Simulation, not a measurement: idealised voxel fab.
Process module in this document: voxel tone inversion
Each square cell in cross-section cut measures 5 nm, and the section as a whole is 240 nm wide.
When this document writes out a cross-section, it uses a grid of square cells and lists it as bands, beginning at the top and moving down, with a band standing for one or more rows of cells.
What a band's entry tells you: where the top is and where the bottom is, as heights in nm, and after that what lies inside, material by material from left to right, each with its width in nm. Empty space is written as the word "blank", and a single material marked with the word "edge to edge" occupies the band from edge to edge.
A quick word on heights: they are counted from 0, and under that level the wafer as it came to us is one material throughout. The lowest band is different from the rest in having no bottom; it simply continues downward, written as in "z 0 and below".
With a width like "30 to 40", each row of cells in the band differs from the next by the same amount, the top row carrying the first number and the bottom row the second.
What does "remains unaltered" mean for a step? It means no cell of the cross-section changed in that step.
Enclosed voids (no open way to top), threshold 8 cells or more, entry "Closed void list", notation width x height at distance, distance from left edge, nm.
Post-settings text on a step line: simulator's own remark regarding the step.
overlay nm: step with mask; distance mask lay right of planned place; negative value = left of planned place.

**The steps planned for the process are as follows**
- 1: RECEIVE, material Si
- 2: CONFORMAL_DEP, material SiCN, thk nm 5
- 3: DIRECTIONAL_DEP, material polySi, thk nm 20
- 4: PATTERN, tone cover, mask id POSTS, material resist, width nm 25, pitch nm 55, thk nm 30, overlay nm 0
- 5: DIRECTIONAL_ETCH, etch materials polySi, depth nm 20
- 6: STRIP, etch materials resist
- 7: FILL_DEP, material lowk, thk nm 10
- 8: CMP, height nm 15
- 9: STRIP, etch materials polySi
Split variable: height nm, step 8. Plan value = first wafer. Wafers start alike.

**Cross-section of the first of several wafers on receipt, reflecting completion of step 1**
> z 0 and below: Si edge to edge
> Closed void list: none

**End-of-module cross-section, first of several wafers, after last step 9**
> z 15 to 5: lowk (50)  blank (25)  lowk (30)  blank (25)  lowk (30)  blank (25)  lowk (55)
> z 5 to 0: SiCN edge to edge
> z 0 and below: Si edge to edge
> Closed void list: none

**Here's the last wafer cross-sectioned at the end of the module**
> z 35 to 25: lowk edge to edge
> z 25 to 5: lowk (50)  polySi (25)  lowk (30)  polySi (25)  lowk (30)  polySi (25)  lowk (55)
> z 5 to 0: SiCN edge to edge
> z 0 and below: Si edge to edge
> Closed void list: none

**What follows is a table in which each wafer occupies a row; for the wafer as it stands at the close of the module, the row states, material by material, how many cells have been gained (+) or lost (-) since receipt, and then gives its closed voids**
height nm 15, +48 SiCN, +66 lowk, Closed void list: none
height nm 20, +48 SiCN, +99 lowk, Closed void list: none
height nm 25, +48 SiCN, +132 lowk, Closed void list: none
height nm 30, +48 SiCN, +180 lowk, +60 polySi, Closed void list: none
height nm 35, +48 SiCN, +228 lowk, +60 polySi, Closed void list: none
